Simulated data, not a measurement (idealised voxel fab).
Title: Process Module voxel gate over fins
The width of the displayed cross-section, cut, is 280 nm; its cells are square, with a size of 5 nm.
Cross-section format: a grid of square cells, given as bands from top to bottom; each band is one or more rows of cells. Band entry format. Leading values: height of top, height of bottom, nm. Remainder: materials in left-to-right order, each with its width in nm. Special words: "all across" on a single material, which then fills the band edge to edge; "empty", empty space. Heights are measured from 0, the level below which the as-received wafer is all one material; the lowest band has no bottom and continues downward, written as in "0 -> down". Read "30..40" as a graded width: first number on top, second number at the bottom, same change between each pair of neighbouring rows. For the purposes of this document, the phrase "nothing got changed" attached to a step denotes that no cell within the cross-section was modified by that step. "Unvented internal voids": empty spaces of 8 cells or more with no open way to the top, each given as width x height at distance, distance from the left edge, all in nm. On each step's line, the part that comes after the settings is the simulator's own comment on the step. overlay nm: for a step with a mask, the amount by which the mask lay right of where it was planned; a negative amount means left of it.
# Steps planned for the process
step 1: RECEIVE (material Si)
step 2: CONFORMAL_DEP (material SiN; thk nm 10)
step 3: PATTERN (tone cover; mask id FINS; material resist; width nm 15; pitch nm 45; thk nm 20; overlay nm 0)
step 4: DIRECTIONAL_ETCH (etch materials SiN; depth nm 10)
step 5: DIRECTIONAL_ETCH (etch materials Si; depth nm 35)
step 6: STRIP (etch materials resist)
step 7: OXIDIZE (depth nm 5)
step 8: FILL_DEP (material SiO2; thk nm 10)
step 9: CMP (height nm 10)
step 10: SELECTIVE_ETCH (etch materials SiO2; depth nm 20)
step 11: STRIP (etch materials SiN)
step 12: CONFORMAL_DEP (material HfO2; thk nm 5)
step 13: CONFORMAL_DEP (material TiN; thk nm 5)
step 14: CONFORMAL_DEP (material TiAl; thk nm 5)
step 15: CONFORMAL_DEP (material TiN; thk nm 5)
step 16: FILL_DEP (material W; thk nm 10)
step 17: CMP (height nm 25)
step 18: CONFORMAL_DEP (material SiN; thk nm 10)
# Cross-section, incoming material, after step 1
* 0 -> down  Si all across
* Unvented internal voids: none
# Sectioned view, first of two wafers, at the close of the module, processed as intended in the plan
* 35 -> 25  SiN all across
* 25 -> 20  W all across
* 20 -> 15  W (95) | TiN (90) | W (95)
* 15 -> 10  W (95) | TiN (5) | TiAl (35) | TiN (10) | TiAl (35) | TiN (5) | W (95)
* 10 -> 5  TiN (100) | TiAl (5) | TiN (25) | TiAl (5) | TiN (10) | TiAl (5) | TiN (25) | TiAl (5) | TiN (100)
* 5 -> 0  TiAl (105) | TiN (5) | HfO2 (15) | TiN (5) | TiAl (20) | TiN (5) | HfO2 (15) | TiN (5) | TiAl (105)
* 0 -> -5  TiN (110) | HfO2 (5) | Si (5) | HfO2 (5) | TiN (30) | HfO2 (5) | Si (5) | HfO2 (5) | TiN (110)
* -5 -> -10  HfO2 (115) | Si (5) | HfO2 (40) | Si (5) | HfO2 (115)
* -10 -> -40  SiO2 (115) | Si (5) | SiO2 (40) | Si (5) | SiO2 (115)
* -40 -> down  Si all across
* Unvented internal voids: none
# End of module, second wafer, cross-section. Started like the first, planned like the first, run with one mistake
* 35 -> 25  SiN all across
* 25 -> 15  W all across
* 15 -> 5  W (100) | TiN (35) | W (10) | TiN (35) | W (100)
* 5 -> 0  TiN (110) | HfO2 (15) | TiN (30) | HfO2 (15) | TiN (110)
* 0 -> -5  TiN (110) | HfO2 (5) | Si (5) | HfO2 (5) | TiN (30) | HfO2 (5) | Si (5) | HfO2 (5) | TiN (110)
* -5 -> -10  HfO2 (115) | Si (5) | HfO2 (40) | Si (5) | HfO2 (115)
* -10 -> -40  SiO2 (115) | Si (5) | SiO2 (40) | Si (5) | SiO2 (115)
* -40 -> down  Si all across
* Unvented internal voids: none
Short version of what went wrong: step 14 of the plan got skipped, so it never ran
End check, counted in cells, second wafer has more or fewer of these materials than the first: -64 TiAl; +64 W
